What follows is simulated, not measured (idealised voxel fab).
process module | voxel tone inversion
cross-section cut | 155 nm wide | cells 5 nm
A cross-section is a grid of square cells, given in bands from the top down. A band is one or more rows of cells.
Each band's line starts with the height of the band's top and of its bottom, in nm. Then come its materials from left to right, each with its width in nm. One material with "throughout" fills the band from edge to edge. "air" is empty space.
Height 0 is the level under which the wafer as received is all one material. The lowest band goes on downwards, as in "0 down".
A width such as "30 to 40" changes by the same amount from each row of cells to the next, from the band's top row to its bottom row.
"no change" after a step means that no cell of the cross-section changed.
closed voids: empty space of 8 cells or more with no open way to the top, each as width x height at its distance from the left edge, in nm
after a step's settings: what the simulator itself notes on the step
overlay nm, on a step with a mask: how far to the right of its planned place the mask lay; to the left if negative
plan
1 op RECEIVE | material Si
2 op CONFORMAL_DEP | material SiCN | thk nm 10
3 op DIRECTIONAL_DEP | material aC | thk nm 25
4 op PATTERN | tone cover | mask id POSTS | material resist | width nm 20 | pitch nm 40 | thk nm 30 | overlay nm -10
5 op DIRECTIONAL_ETCH | etch materials aC | depth nm 25
6 op STRIP | etch materials resist
7 op FILL_DEP | material lowk | thk nm 5
8 op CMP | height nm 35
9 op STRIP | etch materials aC
varied across the wafers: overlay nm of step 4. The plan shows the first wafer's value. All wafers start alike
first wafer as received, after step 1
  0 down: Si throughout
  closed voids: none
each wafer at the end: cells of each material gained (+) or lost (-) since it was received, then its closed voids
overlay nm -10 | +62 SiCN | +95 lowk | closed voids: none
overlay nm -5 | +62 SiCN | +95 lowk | closed voids: none
overlay nm 0 | +62 SiCN | +95 lowk | closed voids: none
overlay nm 5 | +62 SiCN | +95 lowk | closed voids: none
overlay nm 10 | +62 SiCN | +95 lowk | closed voids: none
overlay nm 15 | +62 SiCN | +95 lowk | closed voids: none
